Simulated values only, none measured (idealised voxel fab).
Name of the process module below: voxel self aligned vias
FYI the section here is cut, 160 nm wide, cells are 5 nm squares.
Cross-section = grid of square cells, listed top down in bands; band = one or more rows.
This entry defines a band. It first specifies the height of the band's top and the height of its bottom in nm, and then specifies the band's materials from left to right, stating each material with its width in nm. The word "all across" identifies a single material that fills the band from edge to edge, while the word "empty" identifies empty space.
The reference from which all heights are counted is 0, the level beneath which the as-received wafer is entirely one material; the lowest band, having no lower bound, proceeds downward and is written after the example "0..down".
The two numbers in a width such as "30 to 40" mark its ends across the band: the first belongs to the top row of cells, the second to the bottom row, and from each row to the next the width moves by the same amount.
No cell of the cross-section changed in a step that is given as "nothing different".
So "Closed internal voids" is basically the list of trapped voids: any empty space of 8 cells or more that can't reach the top through an opening. They're written width x height at distance, the distance being from the left edge, and it's all nm.
On a step's line, text after the settings is the simulator commenting on that step.
"overlay nm" answers the question of how far to the right of plan the mask lay on a step that has a mask, and when it is negative the answer is to the left.
Guide to the pairs. Each holds a before and an after cross-section around one process step; the after cross-section is cut off at the lowest band that changed. Look under the pair for the step between them and its settings. Pairs can come from different runs of this module on the same starting wafer, so a pair follows on from the one above it only where its entry headed "Pre-step cross-section" says it does.
-- Pre-step cross-section
	65..50 = SiO2: 35 | TiN: 5 | W: 25 | TiN: 5 | SiO2: 15 | TiN: 5 | W: 25 | TiN: 5 | SiO2: 40
	50..40 = SiO2: 35 to 40 | TiN: 10 to 5 | W: 20 | TiN: 5 | SiO2: 15 to 20 | TiN: 10 to 5 | W: 20 | TiN: 5 | SiO2: 40
	40..35 = SiO2: 40 | TiN: 30 | SiO2: 20 | TiN: 30 | SiO2: 40
	35..25 = SiO2: 40 | TiN: 5 | Ru: 20 | TiN: 5 | SiO2: 20 | TiN: 5 | Ru: 20 | TiN: 5 | SiO2: 40
	25..20 = SiO2: 40 | TiN: 30 | SiO2: 20 | TiN: 30 | SiO2: 40
	20..15 = SiCN all across
	15..0 = SiO2 all across
	0..down = Si all across
	Closed internal voids: none
-- Sectional View, Post-Process
	70..65 = SiCN all across
	For the remainder of the cross-section, below 65, there is no change.
	Closed internal voids: none
What is the step between the two cross-sections above? CONFORMAL_DEP, material SiCN, thk nm 5
-- Pre-step cross-section
	45..20 = SiO2 all across
	20..15 = SiCN all across
	15..0 = SiO2 all across
	0..down = Si all across
	Closed internal voids: none
-- Sectional View, Post-Process
	45..20 = SiO2: 45 | empty: 25 | SiO2: 25 | empty: 25 | SiO2: 40
	For the remainder of the cross-section, below 20, there is no change.
	Closed internal voids: none
What is the step between the two cross-sections above? MASKED_ETCH, tone open, mask id LINES, width nm 25, pitch nm 50, etch materials SiO2, depth nm 25, overlay nm 5
Pre-step cross-section: The pre-step condition corresponds to the post-step cross-section depicted in the pair directly above.
-- Sectional View, Post-Process
	50..45 = TiN: 50 | empty: 15 | TiN: 35 | empty: 15 | TiN: 45
	45..25 = SiO2: 45 | TiN: 5 | empty: 15 | TiN: 5 | SiO2: 25 | TiN: 5 | empty: 15 | TiN: 5 | SiO2: 40
	25..20 = SiO2: 45 | TiN: 25 | SiO2: 25 | TiN: 25 | SiO2: 40
	For the remainder of the cross-section, below 20, there is no change.
	Closed internal voids: none
What is the step between the two cross-sections above? CONFORMAL_DEP, material TiN, thk nm 5
Pre-step cross-section: The pre-step condition corresponds to the post-step cross-section depicted in the pair directly above.
-- Sectional View, Post-Process
	60..50 = Ru all across
	50..45 = TiN: 50 | Ru: 15 | TiN: 35 | Ru: 15 | TiN: 45
	45..25 = SiO2: 45 | TiN: 5 | Ru: 15 | TiN: 5 | SiO2: 25 | TiN: 5 | Ru: 15 | TiN: 5 | SiO2: 40
	For the remainder of the cross-section, below 25, there is no change.
	Closed internal voids: none
What is the step between the two cross-sections above? FILL_DEP, material Ru, thk nm 10
Pre-step cross-section: The pre-step condition corresponds to the post-step cross-section depicted in the pair directly above.
-- Sectional View, Post-Process
	45..25 = SiO2: 45 | TiN: 5 | Ru: 15 | TiN: 5 | SiO2: 25 | TiN: 5 | Ru: 15 | TiN: 5 | SiO2: 40
	For the remainder of the cross-section, below 25, there is no change.
	Closed internal voids: none
What is the step between the two cross-sections above? CMP, height nm 45
Pre-step cross-section: The pre-step condition corresponds to the post-step cross-section depicted in the pair directly above.
-- Sectional View, Post-Process
	45..35 = SiO2: 45 | empty: 25 | SiO2: 25 | empty: 25 | SiO2: 40
	For the remainder of the cross-section, below 35, there is no change.
	Closed internal voids: none
What is the step between the two cross-sections above? SELECTIVE_ETCH, etch materials W Ru TiN, depth nm 10
Pre-step cross-section: The pre-step condition corresponds to the post-step cross-section depicted in the pair directly above.
-- Sectional View, Post-Process
	50..45 = SiN all across
	45..35 = SiO2: 45 | SiN: 25 | SiO2: 25 | SiN: 25 | SiO2: 40
	For the remainder of the cross-section, below 35, there is no change.
	Closed internal voids: none
What is the step between the two cross-sections above? FILL_DEP, material SiN, thk nm 5
Pre-step cross-section: The pre-step condition corresponds to the post-step cross-section depicted in the pair directly above.
-- Sectional View, Post-Process
	45..35 = SiO2: 45 | SiN: 25 | SiO2: 25 | SiN: 25 | SiO2: 40
	For the remainder of the cross-section, below 35, there is no change.
	Closed internal voids: none
What is the step between the two cross-sections above? CMP, height nm 45
Pre-step cross-section: The pre-step condition corresponds to the post-step cross-section depicted in the pair directly above.
-- Sectional View, Post-Process
	65..45 = SiO2 all across
	For the remainder of the cross-section, below 45, there is no change.
	Closed internal voids: none
What is the step between the two cross-sections above? DIRECTIONAL_DEP, material SiO2, thk nm 20
Pre-step cross-section: The pre-step condition corresponds to the post-step cross-section depicted in the pair directly above.
-- Sectional View, Post-Process
	85..65 = resist: 35 | empty: 35 | resist: 15 | empty: 35 | resist: 40
	For the remainder of the cross-section, below 65, there is no change.
	Closed internal voids: none
What is the step between the two cross-sections above? PATTERN, tone open, mask id VIAS, material resist, width nm 35, pitch nm 50, thk nm 20, overlay nm 0
Pre-step cross-section: The pre-step condition corresponds to the post-step cross-section depicted in the pair directly above.
-- Sectional View, Post-Process
	85..65 = resist: 35 | empty: 35 | resist: 15 | empty: 35 | resist: 40
	65..45 = SiO2: 35 | empty: 35 | SiO2: 15 | empty: 35 | SiO2: 40
	For the remainder of the cross-section, below 45, there is no change.
	Closed internal voids: none
What is the step between the two cross-sections above? DIRECTIONAL_ETCH, etch materials SiO2, depth nm 20
Pre-step cross-section: The pre-step condition corresponds to the post-step cross-section depicted in the pair directly above.
-- Sectional View, Post-Process
	85..65 = resist: 35 | empty: 35 | resist: 15 | empty: 35 | resist: 40
	65..45 = SiO2: 35 | empty: 35 | SiO2: 15 | empty: 35 | SiO2: 40
	45..35 = SiO2: 45 | empty: 25 | SiO2: 25 | empty: 25 | SiO2: 40
	For the remainder of the cross-section, below 35, there is no change.
	Closed internal voids: none
What is the step between the two cross-sections above? DIRECTIONAL_ETCH, etch materials SiN, depth nm 10
Pre-step cross-section: The pre-step condition corresponds to the post-step cross-section depicted in the pair directly above.
-- Sectional View, Post-Process
	65..45 = SiO2: 35 | empty: 35 | SiO2: 15 | empty: 35 | SiO2: 40
	For the remainder of the cross-section, below 45, there is no change.
	Closed internal voids: none
What is the step between the two cross-sections above? STRIP, etch materials resist
Pre-step cross-section: The pre-step condition corresponds to the post-step cross-section depicted in the pair directly above.
-- Sectional View, Post-Process
	70..65 = TiN: 40 | empty: 25 | TiN: 25 | empty: 25 | TiN: 45
	65..50 = SiO2: 35 | TiN: 5 | empty: 25 | TiN: 5 | SiO2: 15 | TiN: 5 | empty: 25 | TiN: 5 | SiO2: 40
	50..40 = SiO2: 35 to 45 | TiN: 15 to 5 | empty: 15 | TiN: 5 | SiO2: 15 to 25 | TiN: 15 to 5 | empty: 15 | TiN: 5 | SiO2: 40
	40..35 = SiO2: 45 | TiN: 25 | SiO2: 25 | TiN: 25 | SiO2: 40
	For the remainder of the cross-section, below 35, there is no change.
	Closed internal voids: none
What is the step between the two cross-sections above? CONFORMAL_DEP, material TiN, thk nm 5
Pre-step cross-section: The pre-step condition corresponds to the post-step cross-section depicted in the pair directly above.
-- Sectional View, Post-Process
	80..70 = W all across
	70..65 = TiN: 40 | W: 25 | TiN: 25 | W: 25 | TiN: 45
	65..50 = SiO2: 35 | TiN: 5 | W: 25 | TiN: 5 | SiO2: 15 | TiN: 5 | W: 25 | TiN: 5 | SiO2: 40
	50..40 = SiO2: 35 to 45 | TiN: 15 to 5 | W: 15 | TiN: 5 | SiO2: 15 to 25 | TiN: 15 to 5 | W: 15 | TiN: 5 | SiO2: 40
	For the remainder of the cross-section, below 40, there is no change.
	Closed internal voids: none
What is the step between the two cross-sections above? FILL_DEP, material W, thk nm 10
Pre-step cross-section: The pre-step condition corresponds to the post-step cross-section depicted in the pair directly above.
-- Sectional View, Post-Process
	65..50 = SiO2: 35 | TiN: 5 | W: 25 | TiN: 5 | SiO2: 15 | TiN: 5 | W: 25 | TiN: 5 | SiO2: 40
	For the remainder of the cross-section, below 50, there is no change.
	Closed internal voids: none
What is the step between the two cross-sections above? CMP, height nm 65
Pre-step cross-section: The pre-step condition corresponds to the post-step cross-section depicted in the pair directly above.
-- Sectional View, Post-Process
	70..65 = SiCN all across
	For the remainder of the cross-section, below 65, there is no change.
	Closed internal voids: none
What is the step between the two cross-sections above? CONFORMAL_DEP, material SiCN, thk nm 5
-- Pre-step cross-section
	45..35 = SiO2: 40 | SiN: 25 | SiO2: 25 | SiN: 25 | SiO2: 45
	35..25 = SiO2: 40 | TiN: 5 | Ru: 15 | TiN: 5 | SiO2: 25 | TiN: 5 | Ru: 15 | TiN: 5 | SiO2: 45
	25..20 = SiO2: 40 | TiN: 25 | SiO2: 25 | TiN: 25 | SiO2: 45
	20..15 = SiCN all across
	15..0 = SiO2 all across
	0..down = Si all across
	Closed internal voids: none
-- Sectional View, Post-Process
	65..45 = Ru all across
	For the remainder of the cross-section, below 45, there is no change.
	Closed internal voids: none
What is the step between the two cross-sections above? DIRECTIONAL_DEP, material Ru, thk nm 20
Pre-step cross-section: The pre-step condition corresponds to the post-step cross-section depicted in the pair directly above.
-- Sectional View, Post-Process
	85..65 = resist: 35 | empty: 35 | resist: 15 | empty: 35 | resist: 40
	For the remainder of the cross-section, below 65, there is no change.
	Closed internal voids: none
What is the step between the two cross-sections above? PATTERN, tone open, mask id VIAS, material resist, width nm 35, pitch nm 50, thk nm 20, overlay nm 0
Pre-step cross-section: The pre-step condition corresponds to the post-step cross-section depicted in the pair directly above.
-- Sectional View, Post-Process
	65..45 = Ru all across
	For the remainder of the cross-section, below 45, there is no change.
	Closed internal voids: none
What is the step between the two cross-sections above? STRIP, etch materials resist
Pre-step cross-section: The pre-step condition corresponds to the post-step cross-section depicted in the pair directly above.
-- Sectional View, Post-Process
	70..65 = TiN all across
	For the remainder of the cross-section, below 65, there is no change.
	Closed internal voids: none
What is the step between the two cross-sections above? CONFORMAL_DEP, material TiN, thk nm 5
Pre-step cross-section: The pre-step condition corresponds to the post-step cross-section depicted in the pair directly above.
-- Sectional View, Post-Process
	80..70 = W all across
	For the remainder of the cross-section, below 70, there is no change.
	Closed internal voids: none
What is the step between the two cross-sections above? FILL_DEP, material W, thk nm 10
Pre-step cross-section: The pre-step condition corresponds to the post-step cross-section depicted in the pair directly above.
-- Sectional View, Post-Process
	65..45 = Ru all across
	For the remainder of the cross-section, below 45, there is no change.
	Closed internal voids: none
What is the step between the two cross-sections above? CMP, height nm 65
Pre-step cross-section: The pre-step condition corresponds to the post-step cross-section depicted in the pair directly above.
-- Sectional View, Post-Process
	70..65 = SiCN all across
	For the remainder of the cross-section, below 65, there is no change.
	Closed internal voids: none
What is the step between the two cross-sections above? CONFORMAL_DEP, material SiCN, thk nm 5
-- Pre-step cross-section
	65..45 = SiO2 all across
	45..35 = SiO2: 40 | SiN: 25 | SiO2: 25 | SiN: 25 | SiO2: 45
	35..25 = SiO2: 40 | TiN: 5 | Ru: 15 | TiN: 5 | SiO2: 25 | TiN: 5 | Ru: 15 | TiN: 5 | SiO2: 45
	25..20 = SiO2: 40 | TiN: 25 | SiO2: 25 | TiN: 25 | SiO2: 45
	20..15 = SiCN all across
	15..0 = SiO2 all across
	0..down = Si all across
	Closed internal voids: none
-- Sectional View, Post-Process
	85..65 = empty: 35 | resist: 35 | empty: 15 | resist: 35 | empty: 40
	For the remainder of the cross-section, below 65, there is no change.
	Closed internal voids: none
What is the step between the two cross-sections above? PATTERN, tone cover, mask id VIAS, material resist, width nm 35, pitch nm 50, thk nm 20, overlay nm 0
Pre-step cross-section: The pre-step condition corresponds to the post-step cross-section depicted in the pair directly above.
-- Sectional View, Post-Process
	85..65 = empty: 35 | resist: 35 | empty: 15 | resist: 35 | empty: 40
	65..45 = empty: 35 | SiO2: 35 | empty: 15 | SiO2: 35 | empty: 40
	For the remainder of the cross-section, below 45, there is no change.
	Closed internal voids: none
What is the step between the two cross-sections above? DIRECTIONAL_ETCH, etch materials SiO2, depth nm 20
Pre-step cross-section: The pre-step condition corresponds to the post-step cross-section depicted in the pair directly above.
-- Sectional View, Post-Process
	65..45 = empty: 35 | SiO2: 35 | empty: 15 | SiO2: 35 | empty: 40
	For the remainder of the cross-section, below 45, there is no change.
	Closed internal voids: none
What is the step between the two cross-sections above? STRIP, etch materials resist
Pre-step cross-section: The pre-step condition corresponds to the post-step cross-section depicted in the pair directly above.
-- Sectional View, Post-Process
	70..65 = empty: 30 | TiN: 45 | empty: 5 | TiN: 45 | empty: 35
	65..50 = empty: 30 | TiN: 5 | SiO2: 35 | TiN: 5 | empty: 5 | TiN: 5 | SiO2: 35 | TiN: 5 | empty: 35
	50..45 = TiN: 35 | SiO2: 35 | TiN: 15 | SiO2: 35 | TiN: 40
	For the remainder of the cross-section, below 45, there is no change.
	Closed internal voids: none
What is the step between the two cross-sections above? CONFORMAL_DEP, material TiN, thk nm 5
Pre-step cross-section: The pre-step condition corresponds to the post-step cross-section depicted in the pair directly above.
-- Sectional View, Post-Process
	80..70 = W all across
	70..65 = W: 30 | TiN: 45 | W: 5 | TiN: 45 | W: 35
	65..50 = W: 30 | TiN: 5 | SiO2: 35 | TiN: 5 | W: 5 | TiN: 5 | SiO2: 35 | TiN: 5 | W: 35
	For the remainder of the cross-section, below 50, there is no change.
	Closed internal voids: none
What is the step between the two cross-sections above? FILL_DEP, material W, thk nm 10
Pre-step cross-section: The pre-step condition corresponds to the post-step cross-section depicted in the pair directly above.
-- Sectional View, Post-Process
	65..50 = W: 30 | TiN: 5 | SiO2: 35 | TiN: 5 | W: 5 | TiN: 5 | SiO2: 35 | TiN: 5 | W: 35
	For the remainder of the cross-section, below 50, there is no change.
	Closed internal voids: none
What is the step between the two cross-sections above? CMP, height nm 65
Pre-step cross-section: The pre-step condition corresponds to the post-step cross-section depicted in the pair directly above.
-- Sectional View, Post-Process
	70..65 = SiCN all across
	For the remainder of the cross-section, below 65, there is no change.
	Closed internal voids: none
What is the step between the two cross-sections above? CONFORMAL_DEP, material SiCN, thk nm 5
